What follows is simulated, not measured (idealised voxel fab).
Process module, titled voxel gate over fins
This is section cut - it's 295 nm across, gridded in 5 nm square cells.
A cross-section is a grid of square cells, given in bands from the top down. A band is one or more rows of cells. Read a band's entry like this: the first values are the height of its top and the height of its bottom in nm, and what follows is the sequence of materials from left to right, each with its width in nm. Note that "blank" is empty space, and that a single material marked "all across" reaches across the band from edge to edge. The level at which height equals 0 is the one under which the wafer, as it arrives, is entirely one material. No lower edge exists for the bottom band, which continues downward and is notated as in "0 nm and below". So if you see something like "30->40" for the width, read it as the top row of the band sitting at the first number and the bottom row at the second, with every row in between moving by the same amount as the last. Any step labelled "no change occurred" changed none of the cells in the cross-section. "Enclosed void list" - sealed voids, min. 8 cells, no opening to top; format: width x height at distance (distance from left edge; nm throughout). Read whatever lies past the settings on a step's line as the simulator's own remark about the step. overlay nm: how far to the right of its planned place the mask lay on this masked step (negative: to the left).

[The steps planned for the process are as follows]
- 1: RECEIVE,material Si
- 2: CONFORMAL_DEP,material SiN,thk nm 10
- 3: DIRECTIONAL_DEP,material aC,thk nm 15
- 4: PATTERN,tone cover,mask id FINS,material resist,width nm 15,pitch nm 35,thk nm 35,overlay nm 0
- 5: DIRECTIONAL_ETCH,etch materials aC,depth nm 15
- 6: STRIP,etch materials resist
- 7: DIRECTIONAL_ETCH,etch materials SiN,depth nm 10
- 8: DIRECTIONAL_ETCH,etch materials Si,depth nm 40
- 9: STRIP,etch materials aC
- 10: FILL_DEP,material SiO2,thk nm 10
- 11: CMP,height nm 10
- 12: SELECTIVE_ETCH,etch materials SiO2,depth nm 20
- 13: STRIP,etch materials SiN
- 14: CONFORMAL_DEP,material HfO2,thk nm 5
- 15: CONFORMAL_DEP,material TiN,thk nm 5
- 16: CONFORMAL_DEP,material TiAl,thk nm 5
- 17: CONFORMAL_DEP,material TiN,thk nm 5
- 18: FILL_DEP,material W,thk nm 15
- 19: CMP,height nm 30
- 20: CONFORMAL_DEP,material SiCN,thk nm 5

[First of two wafers, processed according to plan]

[As-received state of the wafer in cross-section, equivalent to post-step 1]
    0 nm and below  Si all across
    Enclosed void list: none

[Wafer xsec, post step 2]
    10 nm to 0 nm  SiN all across
    Under the height 0 nothing was changed.

[Wafer xsec, post step 3]
    25 nm to 10 nm  aC all across
    Under the height 10 nothing was changed.

[Wafer xsec, post step 4]
    60 nm to 25 nm  120 of blank, then 15 of resist, then 20 of blank, then 15 of resist, then 125 of blank
    Under the height 25 nothing was changed.

[Wafer xsec, post step 5]
    45 nm to 25 nm  120 of blank, then 15 of resist, then 20 of blank, then 15 of resist, then 125 of blank
    25 nm to 10 nm  120 of blank, then 15 of aC, then 20 of blank, then 15 of aC, then 125 of blank
    Under the height 10 nothing was changed.

[Wafer xsec, post step 6]
    25 nm to 10 nm  120 of blank, then 15 of aC, then 20 of blank, then 15 of aC, then 125 of blank
    Under the height 10 nothing was changed.

[Wafer xsec, post step 7]
    25 nm to 10 nm  120 of blank, then 15 of aC, then 20 of blank, then 15 of aC, then 125 of blank
    10 nm to 0 nm  120 of blank, then 15 of SiN, then 20 of blank, then 15 of SiN, then 125 of blank
    Under the height 0 nothing was changed.

[Wafer xsec, post step 8]
    25 nm to 10 nm  120 of blank, then 15 of aC, then 20 of blank, then 15 of aC, then 125 of blank
    10 nm to 0 nm  120 of blank, then 15 of SiN, then 20 of blank, then 15 of SiN, then 125 of blank
    0 nm to -40 nm  120 of blank, then 15 of Si, then 20 of blank, then 15 of Si, then 125 of blank
    Under the height -40 nothing was changed.

[Wafer xsec, post step 9]
    10 nm to 0 nm  120 of blank, then 15 of SiN, then 20 of blank, then 15 of SiN, then 125 of blank
    Under the height 0 nothing was changed.

[Wafer xsec, post step 10]
    20 nm to 10 nm  SiO2 all across
    10 nm to 0 nm  120 of SiO2, then 15 of SiN, then 20 of SiO2, then 15 of SiN, then 125 of SiO2
    0 nm to -40 nm  120 of SiO2, then 15 of Si, then 20 of SiO2, then 15 of Si, then 125 of SiO2
    Under the height -40 nothing was changed.

[Wafer xsec, post step 11]
    10 nm to 0 nm  120 of SiO2, then 15 of SiN, then 20 of SiO2, then 15 of SiN, then 125 of SiO2
    Under the height 0 nothing was changed.

[Wafer xsec, post step 12]
    10 nm to 0 nm  120 of blank, then 15 of SiN, then 20 of blank, then 15 of SiN, then 125 of blank
    0 nm to -10 nm  120 of blank, then 15 of Si, then 20 of blank, then 15 of Si, then 125 of blank
    Under the height -10 nothing was changed.

[Wafer xsec, post step 13]
    0 nm to -10 nm  120 of blank, then 15 of Si, then 20 of blank, then 15 of Si, then 125 of blank
    Under the height -10 nothing was changed.

[Wafer xsec, post step 14]
    5 nm to 0 nm  115 of blank, then 25 of HfO2, then 10 of blank, then 25 of HfO2, then 120 of blank
    0 nm to -5 nm  115 of blank, then 5 of HfO2, then 15 of Si, then 5 of HfO2, then 10 of blank, then 5 of HfO2, then 15 of Si, then 5 of HfO2, then 120 of blank
    -5 nm to -10 nm  120 of HfO2, then 15 of Si, then 20 of HfO2, then 15 of Si, then 125 of HfO2
    Under the height -10 nothing was changed.

[Wafer xsec, post step 15]
    10 nm to 5 nm  110 of blank, then 70 of TiN, then 115 of blank
    5 nm to 0 nm  110 of blank, then 5 of TiN, then 25 of HfO2, then 10 of TiN, then 25 of HfO2, then 5 of TiN, then 115 of blank
    0 nm to -5 nm  115 of TiN, then 5 of HfO2, then 15 of Si, then 5 of HfO2, then 10 of TiN, then 5 of HfO2, then 15 of Si, then 5 of HfO2, then 120 of TiN
    Under the height -5 nothing was changed.

[Wafer xsec, post step 16]
    15 nm to 10 nm  105 of blank, then 80 of TiAl, then 110 of blank
    10 nm to 5 nm  105 of blank, then 5 of TiAl, then 70 of TiN, then 5 of TiAl, then 110 of blank
    5 nm to 0 nm  110 of TiAl, then 5 of TiN, then 25 of HfO2, then 10 of TiN, then 25 of HfO2, then 5 of TiN, then 115 of TiAl
    Under the height 0 nothing was changed.

[Wafer xsec, post step 17]
    20 nm to 15 nm  100 of blank, then 90 of TiN, then 105 of blank
    15 nm to 10 nm  100 of blank, then 5 of TiN, then 80 of TiAl, then 5 of TiN, then 105 of blank
    10 nm to 5 nm  105 of TiN, then 5 of TiAl, then 70 of TiN, then 5 of TiAl, then 110 of TiN
    Under the height 5 nothing was changed.

[Wafer xsec, post step 18]
    35 nm to 20 nm  W all across
    20 nm to 15 nm  100 of W, then 90 of TiN, then 105 of W
    15 nm to 10 nm  100 of W, then 5 of TiN, then 80 of TiAl, then 5 of TiN, then 105 of W
    Under the height 10 nothing was changed.

[Wafer xsec, post step 19]
    30 nm to 20 nm  W all across
    Under the height 20 nothing was changed.

[Wafer xsec, post step 20]
    35 nm to 30 nm  SiCN all across
    Under the height 30 nothing was changed.

[Companion wafer, the second of two: same beginning, same intended sequence, one mistake in carrying it out; through step 11 inclusive it tracks the first exactly]

[Planned end of step 12: second wafer, cross-section]
    10 nm to 0 nm  120 of SiO2, then 15 of blank, then 20 of SiO2, then 15 of blank, then 125 of SiO2
    Under the height 0 nothing was changed.

[Planned end of step 13: second wafer, cross-section]
    0 nm to -10 nm  120 of blank, then 15 of Si, then 20 of blank, then 15 of Si, then 125 of blank
    -10 nm to -20 nm  100 of SiO2, then 20 of blank, then 15 of Si, then 20 of blank, then 15 of Si, then 20 of blank, then 105 of SiO2
    Under the height -20 nothing was changed.

[Planned end of step 14: second wafer, cross-section]
    5 nm to 0 nm  115 of blank, then 25 of HfO2, then 10 of blank, then 25 of HfO2, then 120 of blank
    0 nm to -5 nm  115 of blank, then 5 of HfO2, then 15 of Si, then 5 of HfO2, then 10 of blank, then 5 of HfO2, then 15 of Si, then 5 of HfO2, then 120 of blank
    -5 nm to -10 nm  105 of HfO2, then 10 of blank, then 5 of HfO2, then 15 of Si, then 5 of HfO2, then 10 of blank, then 5 of HfO2, then 15 of Si, then 5 of HfO2, then 10 of blank, then 110 of HfO2
    -10 nm to -15 nm  100 of SiO2, then 5 of HfO2, then 10 of blank, then 5 of HfO2, then 15 of Si, then 5 of HfO2, then 10 of blank, then 5 of HfO2, then 15 of Si, then 5 of HfO2, then 10 of blank, then 5 of HfO2, then 105 of SiO2
    -15 nm to -20 nm  100 of SiO2, then 20 of HfO2, then 15 of Si, then 20 of HfO2, then 15 of Si, then 20 of HfO2, then 105 of SiO2
    Under the height -20 nothing was changed.

[Planned end of step 15: second wafer, cross-section]
    10 nm to 5 nm  110 of blank, then 70 of TiN, then 115 of blank
    5 nm to 0 nm  110 of blank, then 5 of TiN, then 25 of HfO2, then 10 of TiN, then 25 of HfO2, then 5 of TiN, then 115 of blank
    0 nm to -5 nm  115 of TiN, then 5 of HfO2, then 15 of Si, then 5 of HfO2, then 10 of TiN, then 5 of HfO2, then 15 of Si, then 5 of HfO2, then 120 of TiN
    -5 nm to -10 nm  105 of HfO2, then 10 of TiN, then 5 of HfO2, then 15 of Si, then 5 of HfO2, then 10 of TiN, then 5 of HfO2, then 15 of Si, then 5 of HfO2, then 10 of TiN, then 110 of HfO2
    -10 nm to -15 nm  100 of SiO2, then 5 of HfO2, then 10 of TiN, then 5 of HfO2, then 15 of Si, then 5 of HfO2, then 10 of TiN, then 5 of HfO2, then 15 of Si, then 5 of HfO2, then 10 of TiN, then 5 of HfO2, then 105 of SiO2
    Under the height -15 nothing was changed.

[Planned end of step 16: second wafer, cross-section]
    15 nm to 10 nm  105 of blank, then 80 of TiAl, then 110 of blank
    10 nm to 5 nm  105 of blank, then 5 of TiAl, then 70 of TiN, then 5 of TiAl, then 110 of blank
    5 nm to 0 nm  110 of TiAl, then 5 of TiN, then 25 of HfO2, then 10 of TiN, then 25 of HfO2, then 5 of TiN, then 115 of TiAl
    Under the height 0 nothing was changed.

[Planned end of step 17: second wafer, cross-section]
    20 nm to 15 nm  100 of blank, then 90 of TiN, then 105 of blank
    15 nm to 10 nm  100 of blank, then 5 of TiN, then 80 of TiAl, then 5 of TiN, then 105 of blank
    10 nm to 5 nm  105 of TiN, then 5 of TiAl, then 70 of TiN, then 5 of TiAl, then 110 of TiN
    Under the height 5 nothing was changed.

[Planned end of step 18: second wafer, cross-section]
    35 nm to 20 nm  W all across
    20 nm to 15 nm  100 of W, then 90 of TiN, then 105 of W
    15 nm to 10 nm  100 of W, then 5 of TiN, then 80 of TiAl, then 5 of TiN, then 105 of W
    Under the height 10 nothing was changed.

[Planned end of step 19: second wafer, cross-section]
    30 nm to 20 nm  W all across
    Under the height 20 nothing was changed.

[Planned end of step 20: second wafer, cross-section]
    35 nm to 30 nm  SiCN all across
    Under the height 30 nothing was changed.
Deviation from plan: deviation from plan: step 13 and step 12 executed in one another's positions
Wafer comparison, final, in cells, second relative to first, materials more or fewer: 12 more of HfO2, 24 fewer of SiO2, 12 more of TiN
